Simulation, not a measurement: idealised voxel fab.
Process module heading - voxel plated lines
Each square cell in cross-section cut measures 5 nm, and the section as a whole is 180 nm wide.
Heads up, the way a cross-section reads in here is a grid of square cells, handed over as bands from the top down, with every band being one or more rows of cells. What a band's entry tells you: where the top is and where the bottom is, as heights in nm, and after that what lies inside, material by material from left to right, each with its width in nm. Empty space is written as the word "empty", and a single material marked with the word "all across" occupies the band from edge to edge. Where do heights start? At 0: under that level the wafer as delivered is made of one material only. And the lowest band has no floor; it just carries on downward, as in "0 and below". Width "30->40": first value at the band's top row of cells, second value at its bottom row, equal change from row to row. For the purposes of this document, the phrase "nothing altered" attached to a step denotes that no cell within the cross-section was modified by that step. Any empty space of 8 cells or more lacking an open way to the top shows up in "Voids, sealed" as width x height at distance, distance from the left edge, in nm. It should be noted that, on the line of a given step, the content following the step's settings is a remark produced by the simulator itself with respect to that step. overlay nm: on a step with a mask, how far right of its planned place the mask lay; negative means left.

Intended process steps:
1,op RECEIVE | material Si
2,op CONFORMAL_DEP | material SiN | thk nm 10
3,op DIRECTIONAL_DEP | material TiN | thk nm 5
4,op PATTERN | tone open | mask id LINES | material resist | width nm 15 | pitch nm 40 | thk nm 30 | overlay nm 0
5,op EPI | material Ru | thk nm 10
6,op EPI | material Ru | thk nm 10
7,op STRIP | etch materials resist
8,op DIRECTIONAL_ETCH | etch materials TiN | depth nm 5
9,op CONFORMAL_DEP | material SiCN | thk nm 10

First wafer out of two, processed as planned:

Cross-section of the wafer upon arrival, representing the state reached after step 1:
  0 and below | Si all across
  Voids, sealed: none

Wafer after step 2 (cross-section):
  10 down to 0 | SiN all across
  Everything under 0 stays put, no change at all.

Wafer after step 3 (cross-section):
  15 down to 10 | TiN all across
  Everything under 10 stays put, no change at all.

Wafer after step 4 (cross-section):
  45 down to 15 | resist=20 | empty=15 | resist=25 | empty=15 | resist=25 | empty=15 | resist=25 | empty=15 | resist=25
  Everything under 15 stays put, no change at all.

Wafer after step 5 (cross-section):
  45 down to 25 | resist=20 | empty=15 | resist=25 | empty=15 | resist=25 | empty=15 | resist=25 | empty=15 | resist=25
  25 down to 15 | resist=20 | Ru=15 | resist=25 | Ru=15 | resist=25 | Ru=15 | resist=25 | Ru=15 | resist=25
  Everything under 15 stays put, no change at all.

Wafer after step 6 (cross-section):
  45 down to 35 | resist=20 | empty=15 | resist=25 | empty=15 | resist=25 | empty=15 | resist=25 | empty=15 | resist=25
  35 down to 15 | resist=20 | Ru=15 | resist=25 | Ru=15 | resist=25 | Ru=15 | resist=25 | Ru=15 | resist=25
  Everything under 15 stays put, no change at all.

Wafer after step 7 (cross-section):
  35 down to 15 | empty=20 | Ru=15 | empty=25 | Ru=15 | empty=25 | Ru=15 | empty=25 | Ru=15 | empty=25
  Everything under 15 stays put, no change at all.

Wafer after step 8 (cross-section):
  35 down to 15 | empty=20 | Ru=15 | empty=25 | Ru=15 | empty=25 | Ru=15 | empty=25 | Ru=15 | empty=25
  15 down to 10 | empty=20 | TiN=15 | empty=25 | TiN=15 | empty=25 | TiN=15 | empty=25 | TiN=15 | empty=25
  Everything under 10 stays put, no change at all.

Wafer after step 9 (cross-section):
  45 down to 35 | empty=10 | SiCN=35 | empty=5 | SiCN=35 | empty=5 | SiCN=35 | empty=5 | SiCN=35 | empty=15
  35 down to 20 | empty=10 | SiCN=10 | Ru=15 | SiCN=10 | empty=5 | SiCN=10 | Ru=15 | SiCN=10 | empty=5 | SiCN=10 | Ru=15 | SiCN=10 | empty=5 | SiCN=10 | Ru=15 | SiCN=10 | empty=15
  20 down to 15 | SiCN=20 | Ru=15 | SiCN=25 | Ru=15 | SiCN=25 | Ru=15 | SiCN=25 | Ru=15 | SiCN=25
  15 down to 10 | SiCN=20 | TiN=15 | SiCN=25 | TiN=15 | SiCN=25 | TiN=15 | SiCN=25 | TiN=15 | SiCN=25
  Everything under 10 stays put, no change at all.

Second wafer, same starting conditions and recipe as the first, one mistake in executing it, nothing differs from the first up to and including step 3:

At the planned end of step 4, the second wafer in cross-section:
  45 down to 15 | resist=20 | empty=20 | resist=20 | empty=20 | resist=20 | empty=20 | resist=20 | empty=20 | resist=20
  Everything under 15 stays put, no change at all.

At the planned end of step 5, the second wafer in cross-section:
  45 down to 25 | resist=20 | empty=20 | resist=20 | empty=20 | resist=20 | empty=20 | resist=20 | empty=20 | resist=20
  25 down to 15 | resist=20 | Ru=20 | resist=20 | Ru=20 | resist=20 | Ru=20 | resist=20 | Ru=20 | resist=20
  Everything under 15 stays put, no change at all.

At the planned end of step 6, the second wafer in cross-section:
  45 down to 35 | resist=20 | empty=20 | resist=20 | empty=20 | resist=20 | empty=20 | resist=20 | empty=20 | resist=20
  35 down to 15 | resist=20 | Ru=20 | resist=20 | Ru=20 | resist=20 | Ru=20 | resist=20 | Ru=20 | resist=20
  Everything under 15 stays put, no change at all.

At the planned end of step 7, the second wafer in cross-section:
  35 down to 15 | empty=20 | Ru=20 | empty=20 | Ru=20 | empty=20 | Ru=20 | empty=20 | Ru=20 | empty=20
  Everything under 15 stays put, no change at all.

At the planned end of step 8, the second wafer in cross-section:
  35 down to 15 | empty=20 | Ru=20 | empty=20 | Ru=20 | empty=20 | Ru=20 | empty=20 | Ru=20 | empty=20
  15 down to 10 | empty=20 | TiN=20 | empty=20 | TiN=20 | empty=20 | TiN=20 | empty=20 | TiN=20 | empty=20
  Everything under 10 stays put, no change at all.

At the planned end of step 9, the second wafer in cross-section:
  45 down to 35 | empty=10 | SiCN=160 | empty=10
  35 down to 20 | empty=10 | SiCN=10 | Ru=20 | SiCN=20 | Ru=20 | SiCN=20 | Ru=20 | SiCN=20 | Ru=20 | SiCN=10 | empty=10
  20 down to 15 | SiCN=20 | Ru=20 | SiCN=20 | Ru=20 | SiCN=20 | Ru=20 | SiCN=20 | Ru=20 | SiCN=20
  15 down to 10 | SiCN=20 | TiN=20 | SiCN=20 | TiN=20 | SiCN=20 | TiN=20 | SiCN=20 | TiN=20 | SiCN=20
  Everything under 10 stays put, no change at all.
Run error: the process deviated at step 4: the operation and settings actually run there were op PATTERN | tone open | mask id LINES | material resist | width nm 20 | pitch nm 40 | thk nm 30 | overlay nm 0
It is noted that, at the conclusion of processing, the second wafer exhibits a higher or lower cell count for certain materials relative to the first: Ru: 16 more; TiN: 4 more
